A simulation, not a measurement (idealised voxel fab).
Module name: voxel wiring stack (process module)
Displayed cross-section: cut, width of 275 nm, square cells sized 5 nm.
The cross-sections in this document take the form of a grid made of square cells. They are written out as bands, in order from top to bottom. Each band consists of one or more rows of cells. Band: top height; bottom height; in nm. Then, left to right: material with width in nm, for each material. "edge to edge": a single material spanning edge to edge. "empty": empty space. Height reference: 0 = level under which incoming wafer is all one material. Lowest band: no bottom, runs on downward, e.g. "0..down". Width "30..40": first value at the band's top row of cells, second value at its bottom row, equal change from row to row. "all unchanged" -> step changed no cross-section cell. Heads up: "Closed void catalog" only lists the empty pockets with no open path to the top that are 8 cells or more, and it writes them as width x height at distance, distance from the left edge, in nm. What comes after the settings on a step's line is commentary from the simulator itself on that step. When a step includes a mask, the "overlay nm" setting on its line states how far to the right of its planned place that mask lay, and negative values state how far to the left.

# Below is the list of planned process steps
1,RECEIVE: material Si
2,CONFORMAL_DEP: material SiO2, thk nm 10
3,DIRECTIONAL_DEP: material TiN, thk nm 5
4,DIRECTIONAL_DEP: material Ru, thk nm 20
5,DIRECTIONAL_DEP: material aC, thk nm 10
6,PATTERN: tone cover, mask id METAL_1, material resist, width nm 25, pitch nm 40, thk nm 25, overlay nm 0
7,DIRECTIONAL_ETCH: etch materials aC, depth nm 10
8,STRIP: etch materials resist
9,DIRECTIONAL_ETCH: etch materials Ru, depth nm 20
10,DIRECTIONAL_ETCH: etch materials TiN, depth nm 5
11,STRIP: etch materials aC
12,CONFORMAL_DEP: material SiN, thk nm 5
13,FILL_DEP: material lowk, thk nm 5
14,CMP: height nm 35
15,CONFORMAL_DEP: material SiCN, thk nm 5
16,DIRECTIONAL_DEP: material lowk, thk nm 20
17,PATTERN: tone open, mask id PLUG_1, material resist, width nm 15, pitch nm 80, thk nm 20, overlay nm 0
18,DIRECTIONAL_ETCH: etch materials lowk, depth nm 20
19,DIRECTIONAL_ETCH: etch materials SiCN, depth nm 5
20,STRIP: etch materials resist
21,EPI: material Ru, thk nm 10
22,EPI: material Ru, thk nm 10
23,EPI: material Ru, thk nm 5
24,DIRECTIONAL_DEP: material TiN, thk nm 5
25,DIRECTIONAL_DEP: material W, thk nm 15
26,DIRECTIONAL_DEP: material aC, thk nm 10
27,PATTERN: tone cover, mask id METAL_2, material resist, width nm 25, pitch nm 40, thk nm 30, overlay nm 0
28,DIRECTIONAL_ETCH: etch materials aC, depth nm 10
29,STRIP: etch materials resist
30,DIRECTIONAL_ETCH: etch materials W, depth nm 25
31,DIRECTIONAL_ETCH: etch materials TiN, depth nm 5
32,STRIP: etch materials aC
33,FILL_DEP: material lowk, thk nm 10
34,CMP: height nm 90
35,CONFORMAL_DEP: material SiN, thk nm 5
Heads up: all these wafers start the same, and what changes between them is the thk nm in step 25. The value you see in the plan is just what the first wafer got.

# Cross-sectional view of the first of several wafers in the as-received condition, corresponding to the state following step 1
- 0..down: Si edge to edge
- Closed void catalog: none

# For your reference, the table is organized with a row per wafer; each row reflects the wafer at the end of the module, indicating for each material the cells gained (+) or lost (-) since receipt, and thereafter its closed voids
thk nm 15; +110 Ru; +49 SiCN; +122 SiN; +110 SiO2; +40 TiN; +60 W; +554 lowk; Closed void catalog: none
thk nm 20; +110 Ru; +49 SiCN; +122 SiN; +110 SiO2; +40 TiN; +80 W; +534 lowk; Closed void catalog: none
thk nm 25; +110 Ru; +49 SiCN; +122 SiN; +110 SiO2; +40 TiN; +100 W; +514 lowk; Closed void catalog: none
thk nm 30; +110 Ru; +49 SiCN; +122 SiN; +110 SiO2; +75 TiN; +135 W; +444 lowk; Closed void catalog: none
thk nm 35; +110 Ru; +49 SiCN; +122 SiN; +110 SiO2; +75 TiN; +170 W; +409 lowk; Closed void catalog: none
thk nm 40; +110 Ru; +49 SiCN; +122 SiN; +110 SiO2; +75 TiN; +205 W; +374 lowk; Closed void catalog: none
